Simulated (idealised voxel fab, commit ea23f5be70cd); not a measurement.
The document below concerns the process module designated voxel gate over fins.
Cross-section cut: width 160 nm, square cells of 5 nm.
If you're reading a cross-section in this doc, picture square cells in a grid; it comes to you as bands, top ones listed first down to the bottom, and a band can be one or more rows of cells. A band entry consists of two parts. The first gives the height of the band's top and the height of its bottom, in nm. The rest lists the band's materials from left to right, each with its width in nm. A single material labelled with the word "everywhere" fills the band from edge to edge, and the word "empty" marks empty space. Heads up on the height convention: 0 is the point under which the incoming wafer is all one material, and the lowest band has no bottom, it just keeps going down, like "top 0, no bottom". Graded width ("30..40"): value in top row of band = first number; value in bottom row = second number; row-to-row change constant. No cell of the cross-section changed in a step that is given as "changes: none". Entry "Closed void listing" = empty spaces >= 8 cells with no open way to the top; each as width x height at distance, distance from left edge, all nm. Text after the settings on a step's line: the simulator's own remark on that step. overlay nm, on a step with a mask: how far to the right of its planned place the mask lay; to the left if negative.
The following list gives the planned process steps:
| 1 | RECEIVE (material Si) |
| 2 | CONFORMAL_DEP (material SiN; thk nm 5) |
| 3 | PATTERN (tone cover; mask id FINS; material resist; width nm 15; pitch nm 50; thk nm 15; overlay nm 0) |
| 4 | DIRECTIONAL_ETCH (etch materials SiN; depth nm 5) |
| 5 | DIRECTIONAL_ETCH (etch materials Si; depth nm 40) |
| 6 | STRIP (etch materials resist) |
| 7 | FILL_DEP (material SiO2; thk nm 15) |
| 8 | CMP (height nm 5) |
| 9 | DIRECTIONAL_DEP (material aC; thk nm 15) |
| 10 | PATTERN (tone open; mask id RAIL; material resist; width nm 15; thk nm 30; overlay nm 0) |
| 11 | DIRECTIONAL_ETCH (etch materials aC; depth nm 15) |
| 12 | STRIP (etch materials resist) |
| 13 | DIRECTIONAL_ETCH (etch materials SiO2; depth nm 40) |
| 14 | STRIP (etch materials aC) |
| 15 | CONFORMAL_DEP (material TiN; thk nm 5) |
| 16 | FILL_DEP (material Ru; thk nm 5) |
| 17 | CMP (height nm 5) |
| 18 | SELECTIVE_ETCH (etch materials W Ru TiN; depth nm 25) |
| 19 | FILL_DEP (material SiO2; thk nm 5) |
| 20 | CMP (height nm 5) |
| 21 | SELECTIVE_ETCH (etch materials SiO2; depth nm 15) |
| 22 | STRIP (etch materials SiN) |
| 23 | CONFORMAL_DEP (material HfO2; thk nm 5) |
| 24 | CONFORMAL_DEP (material TiN; thk nm 5) |
| 25 | CONFORMAL_DEP (material TiAl; thk nm 5) |
| 26 | CONFORMAL_DEP (material TiN; thk nm 5) |
| 27 | FILL_DEP (material W; thk nm 15) |
| 28 | CMP (height nm 30) |
| 29 | CONFORMAL_DEP (material SiCN; thk nm 10) |
Every wafer here starts from the same state; it is the step 2 thk nm that distinguishes them, and the value the plan gives belongs to the first wafer.
Cross-section of the first incoming wafer of several, state after step 1:
top 0, no bottom | Si everywhere
Closed void listing: none
Post step 29, the closing step of the module: first of several wafers, cross-sectioned:
top 40, bottom 30 | SiCN everywhere
top 30, bottom 20 | W everywhere
top 20, bottom 15 | 155 TiN | 5 W
top 15, bottom 10 | 5 TiN | 45 TiAl | 5 TiN | 45 TiAl | 5 TiN | 45 TiAl | 5 TiN | 5 W
top 10, bottom 5 | 5 TiN | 5 TiAl | 35 TiN | 5 TiAl | 5 TiN | 5 TiAl | 35 TiN | 5 TiAl | 5 TiN | 5 TiAl | 35 TiN | 5 TiAl | 10 TiN
top 5, bottom 0 | 10 TiAl | 5 TiN | 25 HfO2 | 5 TiN | 15 TiAl | 5 TiN | 25 HfO2 | 5 TiN | 15 TiAl | 5 TiN | 25 HfO2 | 5 TiN | 15 TiAl
top 0, bottom -5 | 15 TiN | 5 HfO2 | 15 Si | 5 HfO2 | 25 TiN | 5 HfO2 | 15 Si | 5 HfO2 | 25 TiN | 5 HfO2 | 15 Si | 5 HfO2 | 20 TiN
top -5, bottom -10 | 20 HfO2 | 15 Si | 35 HfO2 | 15 Si | 35 HfO2 | 15 Si | 25 HfO2
top -10, bottom -20 | 20 SiO2 | 15 Si | 35 SiO2 | 15 Si | 35 SiO2 | 15 Si | 25 SiO2
top -20, bottom -30 | 20 SiO2 | 15 Si | 10 SiO2 | 5 TiN | 5 Ru | 5 TiN | 10 SiO2 | 15 Si | 35 SiO2 | 15 Si | 25 SiO2
top -30, bottom -35 | 20 SiO2 | 15 Si | 10 SiO2 | 15 TiN | 10 SiO2 | 15 Si | 35 SiO2 | 15 Si | 25 SiO2
top -35, bottom -40 | 20 SiO2 | 15 Si | 35 SiO2 | 15 Si | 35 SiO2 | 15 Si | 25 SiO2
top -40, no bottom | Si everywhere
Closed void listing: none
Wafer cross-section (last wafer, module end):
top 40, bottom 30 | SiCN everywhere
top 30, bottom 20 | W everywhere
top 20, bottom 15 | TiN everywhere
top 15, bottom 10 | TiAl everywhere
top 10, bottom 5 | TiN everywhere
top 5, bottom 0 | HfO2 everywhere
top 0, no bottom | Si everywhere
Closed void listing: none
Per-wafer rows below. For each material: cells gained (+) or lost (-) since the wafer was received, as of end of module. Then: closed voids:
thk nm 5; +44 HfO2; +2 Ru; -184 Si; +64 SiCN; +129 SiO2; +44 TiAl; +91 TiN; +66 W; Closed void listing: none
thk nm 10; +32 HfO2; +64 SiCN; +32 TiAl; +64 TiN; +64 W; Closed void listing: none
thk nm 15; +32 HfO2; +64 SiCN; +32 TiAl; +64 TiN; +64 W; Closed void listing: none
thk nm 20; +32 HfO2; +64 SiCN; +32 TiAl; +64 TiN; +64 W; Closed void listing: none
